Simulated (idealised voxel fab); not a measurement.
A process module follows: voxel wiring stack.
Each square cell in cross-section cut measures 5 nm, and the section as a whole is 280 nm wide.
Reading order for cross-sections: top band down to bottom band. Underlying form: a grid of square cells. Band size: one or more rows of cells. A band entry consists of two parts. The first gives the height of the band's top and the height of its bottom, in nm. The rest lists the band's materials from left to right, each with its width in nm. A single material labelled with the word "everywhere" fills the band from edge to edge, and the word "blank" marks empty space. Height reference: 0 = level under which incoming wafer is all one material. Lowest band: no bottom, runs on downward, e.g. "0 and below". The two numbers in a width such as "30 to 40" mark its ends across the band: the first belongs to the top row of cells, the second to the bottom row, and from each row to the next the width moves by the same amount. Given "same as before" for a step, no cell of the cross-section differs between before and after that step. Closed-off voids of 8+ cells (no open route to the top) go in "Enclosed void list", written width x height at distance from the left edge, in nm. Note: text after step settings on the step line = simulator remark on that step. A step line may carry the setting "overlay nm", which, for steps involving a mask, states the distance by which the mask lay to the right of its intended position; negative values denote displacement to the left.
So here's the lineup of process steps we planned
- 1: RECEIVE with material Si
- 2: CONFORMAL_DEP with material SiO2, thk nm 10
- 3: CONFORMAL_DEP with material SiN, thk nm 5
- 4: DIRECTIONAL_DEP with material lowk, thk nm 15
- 5: PATTERN with tone open, mask id METAL_1, material resist, width nm 20, pitch nm 35, thk nm 15, overlay nm 0
- 6: DIRECTIONAL_ETCH with etch materials lowk, depth nm 15
- 7: DIRECTIONAL_ETCH with etch materials SiN, depth nm 5
- 8: STRIP with etch materials resist
- 9: CONFORMAL_DEP with material TiN, thk nm 5
- 10: FILL_DEP with material Ru, thk nm 5
- 11: CMP with height nm 30
- 12: CONFORMAL_DEP with material SiCN, thk nm 5
- 13: DIRECTIONAL_DEP with material lowk, thk nm 30
- 14: PATTERN with tone open, mask id METAL_2_HOLES, material resist, width nm 15, pitch nm 35, thk nm 20, overlay nm 0
- 15: DIRECTIONAL_ETCH with etch materials lowk, depth nm 30
- 16: STRIP with etch materials resist
- 17: DIRECTIONAL_DEP with material aC, thk nm 10
- 18: PATTERN with tone open, mask id METAL_2, material resist, width nm 20, pitch nm 35, thk nm 30, overlay nm 0
- 19: DIRECTIONAL_ETCH with etch materials aC, depth nm 10
- 20: STRIP with etch materials resist
- 21: DIRECTIONAL_ETCH with etch materials lowk, depth nm 20
- 22: DIRECTIONAL_ETCH with etch materials SiCN, depth nm 5
- 23: STRIP with etch materials aC
- 24: CONFORMAL_DEP with material TiN, thk nm 5
- 25: FILL_DEP with material Cu, thk nm 10
- 26: CMP with height nm 65
- 27: CONFORMAL_DEP with material SiCN, thk nm 5
- 28: DIRECTIONAL_DEP with material SiO2, thk nm 15
- 29: MASKED_ETCH with tone open, mask id PLUG_2, width nm 15, pitch nm 35, etch materials SiO2, depth nm 15, overlay nm 0
- 30: MASKED_ETCH with tone open, mask id PLUG_2, width nm 15, pitch nm 35, etch materials SiCN, depth nm 5, overlay nm 0
- 31: CONFORMAL_DEP with material TiN, thk nm 5
- 32: FILL_DEP with material W, thk nm 5
- 33: CMP with height nm 85
- 34: CONFORMAL_DEP with material SiN, thk nm 5
- 35: DIRECTIONAL_DEP with material SiO2, thk nm 15
- 36: MASKED_ETCH with tone open, mask id METAL_3, width nm 20, pitch nm 35, etch materials SiO2, depth nm 15, overlay nm 0
- 37: MASKED_ETCH with tone open, mask id METAL_3, width nm 20, pitch nm 35, etch materials SiN, depth nm 5, overlay nm 0
- 38: CONFORMAL_DEP with material TiN, thk nm 5
- 39: FILL_DEP with material Ru, thk nm 10
- 40: CMP with height nm 105
- 41: CONFORMAL_DEP with material SiCN, thk nm 5
- 42: DIRECTIONAL_DEP with material lowk, thk nm 30
- 43: MASKED_ETCH with tone open, mask id METAL_4, width nm 20, pitch nm 35, etch materials lowk, depth nm 15, overlay nm 0
- 44: MASKED_ETCH with tone open, mask id METAL_4_HOLES, width nm 15, pitch nm 70, etch materials lowk, depth nm 15, overlay nm 0
- 45: MASKED_ETCH with tone open, mask id METAL_4_HOLES, width nm 15, pitch nm 70, etch materials SiCN, depth nm 5, overlay nm 0
- 46: CONFORMAL_DEP with material TiN, thk nm 5
- 47: FILL_DEP with material Ru, thk nm 5
- 48: CMP with height nm 140
- 49: CONFORMAL_DEP with material SiN, thk nm 5
Incoming wafer, cross-sectional view, post step 1
  0 and below  Si everywhere
  Enclosed void list: none
Module complete - cross-section of the first of two wafers, run according to plan
  145 down to 140  SiN everywhere
  140 down to 130  lowk: 95; TiN: 5; Ru: 10; TiN: 5; lowk: 15; TiN: 5; Ru: 10; TiN: 5; lowk: 15; TiN: 5; Ru: 10; TiN: 5; lowk: 95
  130 down to 125  lowk: 95; TiN: 5; Ru: 5; TiN: 10; lowk: 15; TiN: 20; lowk: 15; TiN: 5; Ru: 5; TiN: 10; lowk: 95
  125 down to 110  lowk: 95; TiN: 5; Ru: 5; TiN: 5; lowk: 55; TiN: 5; Ru: 5; TiN: 5; lowk: 100
  110 down to 105  SiCN: 95; TiN: 15; SiCN: 55; TiN: 15; SiCN: 100
  105 down to 90  SiO2: 95; TiN: 5; Ru: 10; TiN: 5; SiO2: 15; TiN: 5; Ru: 10; TiN: 5; SiO2: 15; TiN: 5; Ru: 10; TiN: 5; SiO2: 95
  90 down to 85  SiN: 95; TiN: 20; SiN: 15; TiN: 20; SiN: 15; TiN: 20; SiN: 95
  85 down to 70  SiO2: 95; TiN: 5; W: 5; TiN: 5; SiO2: 20; TiN: 5; W: 5; TiN: 5; SiO2: 20; TiN: 5; W: 5; TiN: 5; SiO2: 100
  70 down to 65  SiCN: 95; TiN: 15; SiCN: 20; TiN: 15; SiCN: 20; TiN: 15; SiCN: 100
  65 down to 50  lowk: 95; TiN: 5; Cu: 10; TiN: 5; lowk: 15; TiN: 5; Cu: 10; TiN: 5; lowk: 15; TiN: 5; Cu: 10; TiN: 5; lowk: 95
  50 down to 45  lowk: 95; TiN: 5; Cu: 5; TiN: 10; lowk: 15; TiN: 5; Cu: 5; TiN: 10; lowk: 15; TiN: 5; Cu: 5; TiN: 10; lowk: 95
  45 down to 35  lowk: 95; TiN: 5; Cu: 5; TiN: 5; lowk: 20; TiN: 5; Cu: 5; TiN: 5; lowk: 20; TiN: 5; Cu: 5; TiN: 5; lowk: 100
  35 down to 30  SiCN: 95; TiN: 15; SiCN: 20; TiN: 15; SiCN: 20; TiN: 15; SiCN: 100
  30 down to 15  lowk: 95; TiN: 5; Ru: 10; TiN: 5; lowk: 15; TiN: 5; Ru: 10; TiN: 5; lowk: 15; TiN: 5; Ru: 10; TiN: 5; lowk: 95
  15 down to 10  SiN: 95; TiN: 20; SiN: 15; TiN: 20; SiN: 15; TiN: 20; SiN: 95
  10 down to 0  SiO2 everywhere
  0 and below  Si everywhere
  Enclosed void list: none
Module end: cross-section of wafer two of two. Same start and process plan as the first wafer. One mistake during execution
  145 down to 140  SiN everywhere
  140 down to 130  lowk: 95; TiN: 5; Ru: 10; TiN: 5; lowk: 15; TiN: 5; Ru: 10; TiN: 5; lowk: 15; TiN: 5; Ru: 10; TiN: 5; lowk: 95
  130 down to 125  lowk: 95; TiN: 5; Ru: 5; TiN: 10; lowk: 15; TiN: 20; lowk: 15; TiN: 5; Ru: 5; TiN: 10; lowk: 95
  125 down to 110  lowk: 95; TiN: 5; Ru: 5; TiN: 5; lowk: 55; TiN: 5; Ru: 5; TiN: 5; lowk: 100
  110 down to 105  SiCN: 95; TiN: 15; SiCN: 55; TiN: 15; SiCN: 100
  105 down to 90  SiO2: 95; TiN: 5; Ru: 10; TiN: 5; SiO2: 15; TiN: 5; Ru: 10; TiN: 5; SiO2: 15; TiN: 5; Ru: 10; TiN: 5; SiO2: 95
  90 down to 85  SiN: 95; TiN: 20; SiN: 15; TiN: 20; SiN: 15; TiN: 20; SiN: 95
  85 down to 70  SiO2: 95; TiN: 5; W: 5; TiN: 5; SiO2: 20; TiN: 5; W: 5; TiN: 5; SiO2: 20; TiN: 5; W: 5; TiN: 5; SiO2: 100
  70 down to 65  SiCN: 95; TiN: 15; SiCN: 20; TiN: 15; SiCN: 20; TiN: 15; SiCN: 100
  65 down to 50  lowk: 95; TiN: 5; Cu: 10; TiN: 5; lowk: 15; TiN: 5; Cu: 10; TiN: 5; lowk: 15; TiN: 5; Cu: 10; TiN: 5; lowk: 95
  50 down to 45  lowk: 95; TiN: 5; Cu: 5; TiN: 10; lowk: 15; TiN: 5; Cu: 5; TiN: 10; lowk: 15; TiN: 5; Cu: 5; TiN: 10; lowk: 95
  45 down to 35  lowk: 95; TiN: 5; Cu: 5; TiN: 5; lowk: 20; TiN: 5; Cu: 5; TiN: 5; lowk: 20; TiN: 5; Cu: 5; TiN: 5; lowk: 100
  35 down to 30  SiCN: 95; TiN: 15; SiCN: 20; TiN: 15; SiCN: 20; TiN: 15; SiCN: 100
  30 down to 25  TiN: 100; Ru: 10; TiN: 25; Ru: 10; TiN: 25; Ru: 10; TiN: 100
  25 down to 15  lowk: 95; TiN: 5; Ru: 10; TiN: 5; lowk: 15; TiN: 5; Ru: 10; TiN: 5; lowk: 15; TiN: 5; Ru: 10; TiN: 5; lowk: 95
  15 down to 10  lowk: 95; TiN: 20; lowk: 15; TiN: 20; lowk: 15; TiN: 20; lowk: 95
  10 down to 0  SiO2 everywhere
  0 and below  Si everywhere
  Enclosed void list: none
Nonconformance to the process plan: step 3 of the plan did not run at all; it was left out
Materials where the second wafer ends with more or fewer cells than the first: SiN -44; TiN +44
